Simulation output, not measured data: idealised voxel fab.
Module name: voxel gate over fins (process module)
In the cross-section labelled cut, the width is 220 nm and each square cell is 5 nm.
Cross-section, as written here: a square-cell grid given band by band from the top down, where a band holds one or more rows of cells. For a band, the entry starts with two heights in nm, that of the top and then that of the bottom, and carries on with the band's materials in order from left to right, each alongside its width in nm; the word "full width" beside a single material means it fills the band edge to edge, and "air" means empty space. A quick word on heights: they are counted from 0, and under that level the wafer as it came to us is one material throughout. The lowest band is different from the rest in having no bottom; it simply continues downward, written as in "from 0 down". Graded width ("30->40"): value in top row of band = first number; value in bottom row = second number; row-to-row change constant. Where a step carries "nothing different", the cross-section came out of it unchanged, cell for cell. Empty spaces without an open route to the top, at least 8 cells in extent, make up the entry "Non-vented voids"; each is given as width x height at distance, where the distance is measured from the left edge, and all are in nm. What comes after the settings on a step's line is commentary from the simulator itself on that step. The optional step-line setting "overlay nm" applies to steps with a mask and quantifies how far to the right of its planned location the mask lay, a negative value indicating leftward placement. Layout of what follows: cross-section pairs, each bracketing one process step, the after cross-section shown only to the lowest band that changed, the step between and its settings noted under each pair. Pairs may originate in different runs of this module on the same starting wafer; a pair continues from the pair above only where its entry headed "Pre-process" says so.

Pre-process:
> from 0 down | Si full width
> Non-vented voids: none

Resulting Cross-Section:
> from 5 to 0 | SiN full width
> Anything lower than 0 is untouched.
> Non-vented voids: none
Can you name the step between the two cross-sections above? It is op CONFORMAL_DEP | material SiN | thk nm 5

Pre-process: The structure entering this step is exactly what the pair just above shows after its step.

Resulting Cross-Section:
> from 15 to 5 | aC full width
> Anything lower than 5 is untouched.
> Non-vented voids: none
Can you name the step between the two cross-sections above? It is op DIRECTIONAL_DEP | material aC | thk nm 10

Pre-process: The structure entering this step is exactly what the pair just above shows after its step.

Resulting Cross-Section:
> from 40 to 15 | 80 nm air / 15 nm resist / 25 nm air / 15 nm resist / 85 nm air
> Anything lower than 15 is untouched.
> Non-vented voids: none
Can you name the step between the two cross-sections above? It is op PATTERN | tone cover | mask id FINS | material resist | width nm 15 | pitch nm 40 | thk nm 25 | overlay nm 0

Pre-process: The structure entering this step is exactly what the pair just above shows after its step.

Resulting Cross-Section:
> from 30 to 15 | 80 nm air / 15 nm resist / 25 nm air / 15 nm resist / 85 nm air
> from 15 to 5 | 80 nm air / 15 nm aC / 25 nm air / 15 nm aC / 85 nm air
> Anything lower than 5 is untouched.
> Non-vented voids: none
Can you name the step between the two cross-sections above? It is op DIRECTIONAL_ETCH | etch materials aC | depth nm 10

Pre-process: The structure entering this step is exactly what the pair just above shows after its step.

Resulting Cross-Section:
> from 15 to 5 | 80 nm air / 15 nm aC / 25 nm air / 15 nm aC / 85 nm air
> Anything lower than 5 is untouched.
> Non-vented voids: none
Can you name the step between the two cross-sections above? It is op STRIP | etch materials resist

Pre-process: The structure entering this step is exactly what the pair just above shows after its step.

Resulting Cross-Section:
> from 15 to 5 | 80 nm air / 15 nm aC / 25 nm air / 15 nm aC / 85 nm air
> from 5 to 0 | 80 nm air / 15 nm SiN / 25 nm air / 15 nm SiN / 85 nm air
> Anything lower than 0 is untouched.
> Non-vented voids: none
Can you name the step between the two cross-sections above? It is op DIRECTIONAL_ETCH | etch materials SiN | depth nm 5

Pre-process: The structure entering this step is exactly what the pair just above shows after its step.

Resulting Cross-Section:
> from 15 to 5 | 80 nm air / 15 nm aC / 25 nm air / 15 nm aC / 85 nm air
> from 5 to 0 | 80 nm air / 15 nm SiN / 25 nm air / 15 nm SiN / 85 nm air
> from 0 to -30 | 80 nm air / 15 nm Si / 25 nm air / 15 nm Si / 85 nm air
> Anything lower than -30 is untouched.
> Non-vented voids: none
Can you name the step between the two cross-sections above? It is op DIRECTIONAL_ETCH | etch materials Si | depth nm 30

Pre-process: The structure entering this step is exactly what the pair just above shows after its step.

Resulting Cross-Section:
> from 5 to 0 | 80 nm air / 15 nm SiN / 25 nm air / 15 nm SiN / 85 nm air
> Anything lower than 0 is untouched.
> Non-vented voids: none
Can you name the step between the two cross-sections above? It is op STRIP | etch materials aC

Pre-process: The structure entering this step is exactly what the pair just above shows after its step.

Resulting Cross-Section:
> from 15 to 5 | SiO2 full width
> from 5 to 0 | 80 nm SiO2 / 15 nm SiN / 25 nm SiO2 / 15 nm SiN / 85 nm SiO2
> from 0 to -30 | 80 nm SiO2 / 15 nm Si / 25 nm SiO2 / 15 nm Si / 85 nm SiO2
> Anything lower than -30 is untouched.
> Non-vented voids: none
Can you name the step between the two cross-sections above? It is op FILL_DEP | material SiO2 | thk nm 10

Pre-process: The structure entering this step is exactly what the pair just above shows after its step.

Resulting Cross-Section:
> from 5 to 0 | 80 nm SiO2 / 15 nm SiN / 25 nm SiO2 / 15 nm SiN / 85 nm SiO2
> Anything lower than 0 is untouched.
> Non-vented voids: none
Can you name the step between the two cross-sections above? It is op CMP | height nm 5

Pre-process: The structure entering this step is exactly what the pair just above shows after its step.

Resulting Cross-Section:
> from 5 to 0 | 80 nm air / 15 nm SiN / 25 nm air / 15 nm SiN / 85 nm air
> from 0 to -15 | 80 nm air / 15 nm Si / 25 nm air / 15 nm Si / 85 nm air
> Anything lower than -15 is untouched.
> Non-vented voids: none
Can you name the step between the two cross-sections above? It is op SELECTIVE_ETCH | etch materials SiO2 | depth nm 20

Pre-process: The structure entering this step is exactly what the pair just above shows after its step.

Resulting Cross-Section:
> from 0 to -15 | 80 nm air / 15 nm Si / 25 nm air / 15 nm Si / 85 nm air
> Anything lower than -15 is untouched.
> Non-vented voids: none
Can you name the step between the two cross-sections above? It is op STRIP | etch materials SiN

Pre-process: The structure entering this step is exactly what the pair just above shows after its step.

Resulting Cross-Section:
> from 5 to 0 | 75 nm air / 25 nm HfO2 / 15 nm air / 25 nm HfO2 / 80 nm air
> from 0 to -10 | 75 nm air / 5 nm HfO2 / 15 nm Si / 5 nm HfO2 / 15 nm air / 5 nm HfO2 / 15 nm Si / 5 nm HfO2 / 80 nm air
> from -10 to -15 | 80 nm HfO2 / 15 nm Si / 25 nm HfO2 / 15 nm Si / 85 nm HfO2
> Anything lower than -15 is untouched.
> Non-vented voids: none
Can you name the step between the two cross-sections above? It is op CONFORMAL_DEP | material HfO2 | thk nm 5

Pre-process: The structure entering this step is exactly what the pair just above shows after its step.

Resulting Cross-Section:
> from 10 to 5 | 70 nm air / 35 nm TiN / 5 nm air / 35 nm TiN / 75 nm air
> from 5 to 0 | 70 nm air / 5 nm TiN / 25 nm HfO2 / 5 nm TiN / 5 nm air / 5 nm TiN / 25 nm HfO2 / 5 nm TiN / 75 nm air
> from 0 to -5 | 70 nm air / 5 nm TiN / 5 nm HfO2 / 15 nm Si / 5 nm HfO2 / 5 nm TiN / 5 nm air / 5 nm TiN / 5 nm HfO2 / 15 nm Si / 5 nm HfO2 / 5 nm TiN / 75 nm air
> from -5 to -10 | 75 nm TiN / 5 nm HfO2 / 15 nm Si / 5 nm HfO2 / 15 nm TiN / 5 nm HfO2 / 15 nm Si / 5 nm HfO2 / 80 nm TiN
> Anything lower than -10 is untouched.
> Non-vented voids: none
Can you name the step between the two cross-sections above? It is op CONFORMAL_DEP | material TiN | thk nm 5

Pre-process: The structure entering this step is exactly what the pair just above shows after its step.

Resulting Cross-Section:
> from 25 to 10 | W full width
> from 10 to 5 | 70 nm W / 35 nm TiN / 5 nm W / 35 nm TiN / 75 nm W
> from 5 to 0 | 70 nm W / 5 nm TiN / 25 nm HfO2 / 5 nm TiN / 5 nm W / 5 nm TiN / 25 nm HfO2 / 5 nm TiN / 75 nm W
> from 0 to -5 | 70 nm W / 5 nm TiN / 5 nm HfO2 / 15 nm Si / 5 nm HfO2 / 5 nm TiN / 5 nm W / 5 nm TiN / 5 nm HfO2 / 15 nm Si / 5 nm HfO2 / 5 nm TiN / 75 nm W
> Anything lower than -5 is untouched.
> Non-vented voids: none
Can you name the step between the two cross-sections above? It is op FILL_DEP | material W | thk nm 15

Pre-process: The structure entering this step is exactly what the pair just above shows after its step.

Resulting Cross-Section:
> from 20 to 10 | W full width
> Anything lower than 10 is untouched.
> Non-vented voids: none
Can you name the step between the two cross-sections above? It is op CMP | height nm 20

Pre-process: The structure entering this step is exactly what the pair just above shows after its step.

Resulting Cross-Section:
> from 25 to 20 | SiN full width
> Anything lower than 20 is untouched.
> Non-vented voids: none
Can you name the step between the two cross-sections above? It is op CONFORMAL_DEP | material SiN | thk nm 5

Pre-process:
> from 0 to -15 | 80 nm air / 15 nm Si / 25 nm air / 15 nm Si / 85 nm air
> from -15 to -30 | 80 nm SiO2 / 15 nm Si / 25 nm SiO2 / 15 nm Si / 85 nm SiO2
> from -30 down | Si full width
> Non-vented voids: none

Resulting Cross-Section:
> from 5 to 0 | 75 nm air / 25 nm TiN / 15 nm air / 25 nm TiN / 80 nm air
> from 0 to -10 | 75 nm air / 5 nm TiN / 15 nm Si / 5 nm TiN / 15 nm air / 5 nm TiN / 15 nm Si / 5 nm TiN / 80 nm air
> from -10 to -15 | 80 nm TiN / 15 nm Si / 25 nm TiN / 15 nm Si / 85 nm TiN
> Anything lower than -15 is untouched.
> Non-vented voids: none
Can you name the step between the two cross-sections above? It is op CONFORMAL_DEP | material TiN | thk nm 5

Pre-process: The structure entering this step is exactly what the pair just above shows after its step.

Resulting Cross-Section:
> from 20 to 5 | W full width
> from 5 to 0 | 75 nm W / 25 nm TiN / 15 nm W / 25 nm TiN / 80 nm W
> from 0 to -10 | 75 nm W / 5 nm TiN / 15 nm Si / 5 nm TiN / 15 nm W / 5 nm TiN / 15 nm Si / 5 nm TiN / 80 nm W
> Anything lower than -10 is untouched.
> Non-vented voids: none
Can you name the step between the two cross-sections above? It is op FILL_DEP | material W | thk nm 15

Pre-process: The structure entering this step is exactly what the pair just above shows after its step.

Resulting Cross-Section:
> from 25 to 20 | SiN full width
> Anything lower than 20 is untouched.
> Non-vented voids: none
Can you name the step between the two cross-sections above? It is op CONFORMAL_DEP | material SiN | thk nm 5

Pre-process:
> from 15 to 5 | 80 nm air / 15 nm aC / 25 nm air / 15 nm aC / 85 nm air
> from 5 to 0 | 80 nm air / 15 nm SiN / 25 nm air / 15 nm SiN / 85 nm air
> from 0 to -30 | 80 nm air / 15 nm Si / 25 nm air / 15 nm Si / 85 nm air
> from -30 down | Si full width
> Non-vented voids: none

Resulting Cross-Section:
> from 15 to 5 | 80 nm air / 15 nm aC / 25 nm air / 15 nm aC / 85 nm air
> from 5 to 0 | 80 nm air / 15 nm SiN / 25 nm air / 15 nm SiN / 85 nm air
> from 0 to -60 | 80 nm air / 15 nm Si / 25 nm air / 15 nm Si / 85 nm air
> Anything lower than -60 is untouched.
> Non-vented voids: none
Can you name the step between the two cross-sections above? It is op DIRECTIONAL_ETCH | etch materials Si | depth nm 30

Pre-process: The structure entering this step is exactly what the pair just above shows after its step.

Resulting Cross-Section:
> from 5 to 0 | 80 nm air / 15 nm SiN / 25 nm air / 15 nm SiN / 85 nm air
> Anything lower than 0 is untouched.
> Non-vented voids: none
Can you name the step between the two cross-sections above? It is op STRIP | etch materials aC

Pre-process: The structure entering this step is exactly what the pair just above shows after its step.

Resulting Cross-Section:
> from 15 to 5 | SiO2 full width
> from 5 to 0 | 80 nm SiO2 / 15 nm SiN / 25 nm SiO2 / 15 nm SiN / 85 nm SiO2
> from 0 to -60 | 80 nm SiO2 / 15 nm Si / 25 nm SiO2 / 15 nm Si / 85 nm SiO2
> Anything lower than -60 is untouched.
> Non-vented voids: none
Can you name the step between the two cross-sections above? It is op FILL_DEP | material SiO2 | thk nm 10

Pre-process: The structure entering this step is exactly what the pair just above shows after its step.

Resulting Cross-Section:
> from 5 to 0 | 80 nm SiO2 / 15 nm SiN / 25 nm SiO2 / 15 nm SiN / 85 nm SiO2
> Anything lower than 0 is untouched.
> Non-vented voids: none
Can you name the step between the two cross-sections above? It is op CMP | height nm 5

Pre-process: The structure entering this step is exactly what the pair just above shows after its step.

Resulting Cross-Section:
> from 5 to 0 | 80 nm air / 15 nm SiN / 25 nm air / 15 nm SiN / 85 nm air
> from 0 to -15 | 80 nm air / 15 nm Si / 25 nm air / 15 nm Si / 85 nm air
> Anything lower than -15 is untouched.
> Non-vented voids: none
Can you name the step between the two cross-sections above? It is op SELECTIVE_ETCH | etch materials SiO2 | depth nm 20

Pre-process: The structure entering this step is exactly what the pair just above shows after its step.

Resulting Cross-Section:
> from 0 to -15 | 80 nm air / 15 nm Si / 25 nm air / 15 nm Si / 85 nm air
> Anything lower than -15 is untouched.
> Non-vented voids: none
Can you name the step between the two cross-sections above? It is op STRIP | etch materials SiN

Pre-process: The structure entering this step is exactly what the pair just above shows after its step.

Resulting Cross-Section:
> from 5 to 0 | 75 nm air / 25 nm HfO2 / 15 nm air / 25 nm HfO2 / 80 nm air
> from 0 to -10 | 75 nm air / 5 nm HfO2 / 15 nm Si / 5 nm HfO2 / 15 nm air / 5 nm HfO2 / 15 nm Si / 5 nm HfO2 / 80 nm air
> from -10 to -15 | 80 nm HfO2 / 15 nm Si / 25 nm HfO2 / 15 nm Si / 85 nm HfO2
> Anything lower than -15 is untouched.
> Non-vented voids: none
Can you name the step between the two cross-sections above? It is op CONFORMAL_DEP | material HfO2 | thk nm 5

Pre-process: The structure entering this step is exactly what the pair just above shows after its step.

Resulting Cross-Section:
> from 10 to 5 | 70 nm air / 35 nm TiN / 5 nm air / 35 nm TiN / 75 nm air
> from 5 to 0 | 70 nm air / 5 nm TiN / 25 nm HfO2 / 5 nm TiN / 5 nm air / 5 nm TiN / 25 nm HfO2 / 5 nm TiN / 75 nm air
> from 0 to -5 | 70 nm air / 5 nm TiN / 5 nm HfO2 / 15 nm Si / 5 nm HfO2 / 5 nm TiN / 5 nm air / 5 nm TiN / 5 nm HfO2 / 15 nm Si / 5 nm HfO2 / 5 nm TiN / 75 nm air
> from -5 to -10 | 75 nm TiN / 5 nm HfO2 / 15 nm Si / 5 nm HfO2 / 15 nm TiN / 5 nm HfO2 / 15 nm Si / 5 nm HfO2 / 80 nm TiN
> Anything lower than -10 is untouched.
> Non-vented voids: none
Can you name the step between the two cross-sections above? It is op CONFORMAL_DEP | material TiN | thk nm 5

Pre-process: The structure entering this step is exactly what the pair just above shows after its step.

Resulting Cross-Section:
> from 25 to 10 | W full width
> from 10 to 5 | 70 nm W / 35 nm TiN / 5 nm W / 35 nm TiN / 75 nm W
> from 5 to 0 | 70 nm W / 5 nm TiN / 25 nm HfO2 / 5 nm TiN / 5 nm W / 5 nm TiN / 25 nm HfO2 / 5 nm TiN / 75 nm W
> from 0 to -5 | 70 nm W / 5 nm TiN / 5 nm HfO2 / 15 nm Si / 5 nm HfO2 / 5 nm TiN / 5 nm W / 5 nm TiN / 5 nm HfO2 / 15 nm Si / 5 nm HfO2 / 5 nm TiN / 75 nm W
> Anything lower than -5 is untouched.
> Non-vented voids: none
Can you name the step between the two cross-sections above? It is op FILL_DEP | material W | thk nm 15

Pre-process: The structure entering this step is exactly what the pair just above shows after its step.

Resulting Cross-Section:
> from 20 to 10 | W full width
> Anything lower than 10 is untouched.
> Non-vented voids: none
Can you name the step between the two cross-sections above? It is op CMP | height nm 20

Pre-process: The structure entering this step is exactly what the pair just above shows after its step.

Resulting Cross-Section:
> from 25 to 20 | SiN full width
> Anything lower than 20 is untouched.
> Non-vented voids: none
Can you name the step between the two cross-sections above? It is op CONFORMAL_DEP | material SiN | thk nm 5

Pre-process:
> from 5 to 0 | 75 nm air / 25 nm TiN / 15 nm air / 25 nm TiN / 80 nm air
> from 0 to -10 | 75 nm air / 5 nm TiN / 15 nm Si / 5 nm TiN / 15 nm air / 5 nm TiN / 15 nm Si / 5 nm TiN / 80 nm air
> from -10 to -15 | 80 nm TiN / 15 nm Si / 25 nm TiN / 15 nm Si / 85 nm TiN
> from -15 to -30 | 80 nm SiO2 / 15 nm Si / 25 nm SiO2 / 15 nm Si / 85 nm SiO2
> from -30 down | Si full width
> Non-vented voids: none

Resulting Cross-Section:
> from 10 to 5 | 70 nm air / 35 nm HfO2 / 5 nm air / 35 nm HfO2 / 75 nm air
> from 5 to 0 | 70 nm air / 5 nm HfO2 / 25 nm TiN / 5 nm HfO2 / 5 nm air / 5 nm HfO2 / 25 nm TiN / 5 nm HfO2 / 75 nm air
> from 0 to -5 | 70 nm air / 5 nm HfO2 / 5 nm TiN / 15 nm Si / 5 nm TiN / 5 nm HfO2 / 5 nm air / 5 nm HfO2 / 5 nm TiN / 15 nm Si / 5 nm TiN / 5 nm HfO2 / 75 nm air
> from -5 to -10 | 75 nm HfO2 / 5 nm TiN / 15 nm Si / 5 nm TiN / 15 nm HfO2 / 5 nm TiN / 15 nm Si / 5 nm TiN / 80 nm HfO2
> Anything lower than -10 is untouched.
> Non-vented voids: none
Can you name the step between the two cross-sections above? It is op CONFORMAL_DEP | material HfO2 | thk nm 5

Pre-process: The structure entering this step is exactly what the pair just above shows after its step.

Resulting Cross-Section:
> from 25 to 10 | W full width
> from 10 to 5 | 70 nm W / 35 nm HfO2 / 5 nm W / 35 nm HfO2 / 75 nm W
> from 5 to 0 | 70 nm W / 5 nm HfO2 / 25 nm TiN / 5 nm HfO2 / 5 nm W / 5 nm HfO2 / 25 nm TiN / 5 nm HfO2 / 75 nm W
> from 0 to -5 | 70 nm W / 5 nm HfO2 / 5 nm TiN / 15 nm Si / 5 nm TiN / 5 nm HfO2 / 5 nm W / 5 nm HfO2 / 5 nm TiN / 15 nm Si / 5 nm TiN / 5 nm HfO2 / 75 nm W
> Anything lower than -5 is untouched.
> Non-vented voids: none
Can you name the step between the two cross-sections above? It is op FILL_DEP | material W | thk nm 15

Pre-process: The structure entering this step is exactly what the pair just above shows after its step.

Resulting Cross-Section:
> from 20 to 10 | W full width
> Anything lower than 10 is untouched.
> Non-vented voids: none
Can you name the step between the two cross-sections above? It is op CMP | height nm 20

Pre-process: The structure entering this step is exactly what the pair just above shows after its step.

Resulting Cross-Section:
> from 25 to 20 | SiN full width
> Anything lower than 20 is untouched.
> Non-vented voids: none
Can you name the step between the two cross-sections above? It is op CONFORMAL_DEP | material SiN | thk nm 5

Pre-process:
> from 15 to 5 | SiO2 full width
> from 5 to 0 | 80 nm SiO2 / 15 nm SiN / 25 nm SiO2 / 15 nm SiN / 85 nm SiO2
> from 0 to -30 | 80 nm SiO2 / 15 nm Si / 25 nm SiO2 / 15 nm Si / 85 nm SiO2
> from -30 down | Si full width
> Non-vented voids: none

Resulting Cross-Section:
> from -5 to -30 | 80 nm SiO2 / 15 nm Si / 25 nm SiO2 / 15 nm Si / 85 nm SiO2
> Anything lower than -30 is untouched.
> Non-vented voids: none
Can you name the step between the two cross-sections above? It is op CMP | height nm -5

Pre-process: The structure entering this step is exactly what the pair just above shows after its step.

Resulting Cross-Section:
> from -5 to -25 | 80 nm air / 15 nm Si / 25 nm air / 15 nm Si / 85 nm air
> Anything lower than -25 is untouched.
> Non-vented voids: none
Can you name the step between the two cross-sections above? It is op SELECTIVE_ETCH | etch materials SiO2 | depth nm 20

Pre-process: The structure entering this step is exactly what the pair just above shows after its step.

Resulting Cross-Section:
> from 0 to -5 | 75 nm air / 25 nm HfO2 / 15 nm air / 25 nm HfO2 / 80 nm air
> from -5 to -20 | 75 nm air / 5 nm HfO2 / 15 nm Si / 5 nm HfO2 / 15 nm air / 5 nm HfO2 / 15 nm Si / 5 nm HfO2 / 80 nm air
> from -20 to -25 | 80 nm HfO2 / 15 nm Si / 25 nm HfO2 / 15 nm Si / 85 nm HfO2
> Anything lower than -25 is untouched.
> Non-vented voids: none
Can you name the step between the two cross-sections above? It is op CONFORMAL_DEP | material HfO2 | thk nm 5

Pre-process: The structure entering this step is exactly what the pair just above shows after its step.

Resulting Cross-Section:
> from 5 to 0 | 70 nm air / 35 nm TiN / 5 nm air / 35 nm TiN / 75 nm air
> from 0 to -5 | 70 nm air / 5 nm TiN / 25 nm HfO2 / 5 nm TiN / 5 nm air / 5 nm TiN / 25 nm HfO2 / 5 nm TiN / 75 nm air
> from -5 to -15 | 70 nm air / 5 nm TiN / 5 nm HfO2 / 15 nm Si / 5 nm HfO2 / 5 nm TiN / 5 nm air / 5 nm TiN / 5 nm HfO2 / 15 nm Si / 5 nm HfO2 / 5 nm TiN / 75 nm air
> from -15 to -20 | 75 nm TiN / 5 nm HfO2 / 15 nm Si / 5 nm HfO2 / 15 nm TiN / 5 nm HfO2 / 15 nm Si / 5 nm HfO2 / 80 nm TiN
> Anything lower than -20 is untouched.
> Non-vented voids: none
Can you name the step between the two cross-sections above? It is op CONFORMAL_DEP | material TiN | thk nm 5

Pre-process: The structure entering this step is exactly what the pair just above shows after its step.

Resulting Cross-Section:
> from 20 to 5 | W full width
> from 5 to 0 | 70 nm W / 35 nm TiN / 5 nm W / 35 nm TiN / 75 nm W
> from 0 to -5 | 70 nm W / 5 nm TiN / 25 nm HfO2 / 5 nm TiN / 5 nm W / 5 nm TiN / 25 nm HfO2 / 5 nm TiN / 75 nm W
> from -5 to -15 | 70 nm W / 5 nm TiN / 5 nm HfO2 / 15 nm Si / 5 nm HfO2 / 5 nm TiN / 5 nm W / 5 nm TiN / 5 nm HfO2 / 15 nm Si / 5 nm HfO2 / 5 nm TiN / 75 nm W
> Anything lower than -15 is untouched.
> Non-vented voids: none
Can you name the step between the two cross-sections above? It is op FILL_DEP | material W | thk nm 15

Pre-process: The structure entering this step is exactly what the pair just above shows after its step.

Resulting Cross-Section:
> from 25 to 20 | SiN full width
> Anything lower than 20 is untouched.
> Non-vented voids: none
Can you name the step between the two cross-sections above? It is op CONFORMAL_DEP | material SiN | thk nm 5

Pre-process:
> from 15 to 5 | aC full width
> from 5 to 0 | SiN full width
> from 0 down | Si full width
> Non-vented voids: none

Resulting Cross-Section:
> from 40 to 15 | 75 nm air / 25 nm resist / 15 nm air / 25 nm resist / 80 nm air
> Anything lower than 15 is untouched.
> Non-vented voids: none
Can you name the step between the two cross-sections above? It is op PATTERN | tone cover | mask id FINS | material resist | width nm 25 | pitch nm 40 | thk nm 25 | overlay nm 0

Pre-process: The structure entering this step is exactly what the pair just above shows after its step.

Resulting Cross-Section:
> from 30 to 15 | 75 nm air / 25 nm resist / 15 nm air / 25 nm resist / 80 nm air
> from 15 to 5 | 75 nm air / 25 nm aC / 15 nm air / 25 nm aC / 80 nm air
> Anything lower than 5 is untouched.
> Non-vented voids: none
Can you name the step between the two cross-sections above? It is op DIRECTIONAL_ETCH | etch materials aC | depth nm 10

Pre-process: The structure entering this step is exactly what the pair just above shows after its step.

Resulting Cross-Section:
> from 15 to 5 | 75 nm air / 25 nm aC / 15 nm air / 25 nm aC / 80 nm air
> Anything lower than 5 is untouched.
> Non-vented voids: none
Can you name the step between the two cross-sections above? It is op STRIP | etch materials resist

Pre-process: The structure entering this step is exactly what the pair just above shows after its step.

Resulting Cross-Section:
> from 15 to 5 | 75 nm air / 25 nm aC / 15 nm air / 25 nm aC / 80 nm air
> from 5 to 0 | 75 nm air / 25 nm SiN / 15 nm air / 25 nm SiN / 80 nm air
> Anything lower than 0 is untouched.
> Non-vented voids: none
Can you name the step between the two cross-sections above? It is op DIRECTIONAL_ETCH | etch materials SiN | depth nm 5

Pre-process: The structure entering this step is exactly what the pair just above shows after its step.

Resulting Cross-Section:
> from 15 to 5 | 75 nm air / 25 nm aC / 15 nm air / 25 nm aC / 80 nm air
> from 5 to 0 | 75 nm air / 25 nm SiN / 15 nm air / 25 nm SiN / 80 nm air
> from 0 to -30 | 75 nm air / 25 nm Si / 15 nm air / 25 nm Si / 80 nm air
> Anything lower than -30 is untouched.
> Non-vented voids: none
Can you name the step between the two cross-sections above? It is op DIRECTIONAL_ETCH | etch materials Si | depth nm 30

Pre-process: The structure entering this step is exactly what the pair just above shows after its step.

Resulting Cross-Section:
> from 5 to 0 | 75 nm air / 25 nm SiN / 15 nm air / 25 nm SiN / 80 nm air
> Anything lower than 0 is untouched.
> Non-vented voids: none
Can you name the step between the two cross-sections above? It is op STRIP | etch materials aC

Pre-process: The structure entering this step is exactly what the pair just above shows after its step.

Resulting Cross-Section:
> from 15 to 5 | SiO2 full width
> from 5 to 0 | 75 nm SiO2 / 25 nm SiN / 15 nm SiO2 / 25 nm SiN / 80 nm SiO2
> from 0 to -30 | 75 nm SiO2 / 25 nm Si / 15 nm SiO2 / 25 nm Si / 80 nm SiO2
> Anything lower than -30 is untouched.
> Non-vented voids: none
Can you name the step between the two cross-sections above? It is op FILL_DEP | material SiO2 | thk nm 10

Pre-process: The structure entering this step is exactly what the pair just above shows after its step.

Resulting Cross-Section:
> from 5 to 0 | 75 nm SiO2 / 25 nm SiN / 15 nm SiO2 / 25 nm SiN / 80 nm SiO2
> Anything lower than 0 is untouched.
> Non-vented voids: none
Can you name the step between the two cross-sections above? It is op CMP | height nm 5

Pre-process: The structure entering this step is exactly what the pair just above shows after its step.

Resulting Cross-Section:
> from 5 to 0 | 75 nm air / 25 nm SiN / 15 nm air / 25 nm SiN / 80 nm air
> from 0 to -15 | 75 nm air / 25 nm Si / 15 nm air / 25 nm Si / 80 nm air
> Anything lower than -15 is untouched.
> Non-vented voids: none
Can you name the step between the two cross-sections above? It is op SELECTIVE_ETCH | etch materials SiO2 | depth nm 20

Pre-process: The structure entering this step is exactly what the pair just above shows after its step.

Resulting Cross-Section:
> from 0 to -15 | 75 nm air / 25 nm Si / 15 nm air / 25 nm Si / 80 nm air
> Anything lower than -15 is untouched.
> Non-vented voids: none
Can you name the step between the two cross-sections above? It is op STRIP | etch materials SiN

Pre-process: The structure entering this step is exactly what the pair just above shows after its step.

Resulting Cross-Section:
> from 5 to 0 | 70 nm air / 35 nm HfO2 / 5 nm air / 35 nm HfO2 / 75 nm air
> from 0 to -10 | 70 nm air / 5 nm HfO2 / 25 nm Si / 5 nm HfO2 / 5 nm air / 5 nm HfO2 / 25 nm Si / 5 nm HfO2 / 75 nm air
> from -10 to -15 | 75 nm HfO2 / 25 nm Si / 15 nm HfO2 / 25 nm Si / 80 nm HfO2
> Anything lower than -15 is untouched.
> Non-vented voids: none
Can you name the step between the two cross-sections above? It is op CONFORMAL_DEP | material HfO2 | thk nm 5

Pre-process: The structure entering this step is exactly what the pair just above shows after its step.

Resulting Cross-Section:
> from 10 to 5 | 65 nm air / 85 nm TiN / 70 nm air
> from 5 to 0 | 65 nm air / 5 nm TiN / 35 nm HfO2 / 5 nm TiN / 35 nm HfO2 / 5 nm TiN / 70 nm air
> from 0 to -5 | 65 nm air / 5 nm TiN / 5 nm HfO2 / 25 nm Si / 5 nm HfO2 / 5 nm TiN / 5 nm HfO2 / 25 nm Si / 5 nm HfO2 / 5 nm TiN / 70 nm air
> from -5 to -10 | 70 nm TiN / 5 nm HfO2 / 25 nm Si / 5 nm HfO2 / 5 nm TiN / 5 nm HfO2 / 25 nm Si / 5 nm HfO2 / 75 nm TiN
> Anything lower than -10 is untouched.
> Non-vented voids: none
Can you name the step between the two cross-sections above? It is op CONFORMAL_DEP | material TiN | thk nm 5

Pre-process: The structure entering this step is exactly what the pair just above shows after its step.

Resulting Cross-Section:
> from 25 to 10 | W full width
> from 10 to 5 | 65 nm W / 85 nm TiN / 70 nm W
> from 5 to 0 | 65 nm W / 5 nm TiN / 35 nm HfO2 / 5 nm TiN / 35 nm HfO2 / 5 nm TiN / 70 nm W
> from 0 to -5 | 65 nm W / 5 nm TiN / 5 nm HfO2 / 25 nm Si / 5 nm HfO2 / 5 nm TiN / 5 nm HfO2 / 25 nm Si / 5 nm HfO2 / 5 nm TiN / 70 nm W
> Anything lower than -5 is untouched.
> Non-vented voids: none
Can you name the step between the two cross-sections above? It is op FILL_DEP | material W | thk nm 15

Pre-process: The structure entering this step is exactly what the pair just above shows after its step.

Resulting Cross-Section:
> from 20 to 10 | W full width
> Anything lower than 10 is untouched.
> Non-vented voids: none
Can you name the step between the two cross-sections above? It is op CMP | height nm 20

Pre-process: The structure entering this step is exactly what the pair just above shows after its step.

Resulting Cross-Section:
> from 25 to 20 | SiN full width
> Anything lower than 20 is untouched.
> Non-vented voids: none
Can you name the step between the two cross-sections above? It is op CONFORMAL_DEP | material SiN | thk nm 5

Pre-process:
> from 15 to 5 | aC full width
> from 5 to 0 | SiN full width
> from 0 down | Si full width
> Non-vented voids: none

Resulting Cross-Section:
> from 40 to 15 | 70 nm air / 15 nm resist / 25 nm air / 15 nm resist / 95 nm air
> Anything lower than 15 is untouched.
> Non-vented voids: none
Can you name the step between the two cross-sections above? It is op PATTERN | tone cover | mask id FINS | material resist | width nm 15 | pitch nm 40 | thk nm 25 | overlay nm -10

Pre-process: The structure entering this step is exactly what the pair just above shows after its step.

Resulting Cross-Section:
> from 30 to 15 | 70 nm air / 15 nm resist / 25 nm air / 15 nm resist / 95 nm air
> from 15 to 5 | 70 nm air / 15 nm aC / 25 nm air / 15 nm aC / 95 nm air
> Anything lower than 5 is untouched.
> Non-vented voids: none
Can you name the step between the two cross-sections above? It is op DIRECTIONAL_ETCH | etch materials aC | depth nm 10

Pre-process: The structure entering this step is exactly what the pair just above shows after its step.

Resulting Cross-Section:
> from 15 to 5 | 70 nm air / 15 nm aC / 25 nm air / 15 nm aC / 95 nm air
> Anything lower than 5 is untouched.
> Non-vented voids: none
Can you name the step between the two cross-sections above? It is op STRIP | etch materials resist

Pre-process: The structure entering this step is exactly what the pair just above shows after its step.

Resulting Cross-Section:
> from 15 to 5 | 70 nm air / 15 nm aC / 25 nm air / 15 nm aC / 95 nm air
> from 5 to 0 | 70 nm air / 15 nm SiN / 25 nm air / 15 nm SiN / 95 nm air
> Anything lower than 0 is untouched.
> Non-vented voids: none
Can you name the step between the two cross-sections above? It is op DIRECTIONAL_ETCH | etch materials SiN | depth nm 5

Pre-process: The structure entering this step is exactly what the pair just above shows after its step.

Resulting Cross-Section:
> from 15 to 5 | 70 nm air / 15 nm aC / 25 nm air / 15 nm aC / 95 nm air
> from 5 to 0 | 70 nm air / 15 nm SiN / 25 nm air / 15 nm SiN / 95 nm air
> from 0 to -30 | 70 nm air / 15 nm Si / 25 nm air / 15 nm Si / 95 nm air
> Anything lower than -30 is untouched.
> Non-vented voids: none
Can you name the step between the two cross-sections above? It is op DIRECTIONAL_ETCH | etch materials Si | depth nm 30
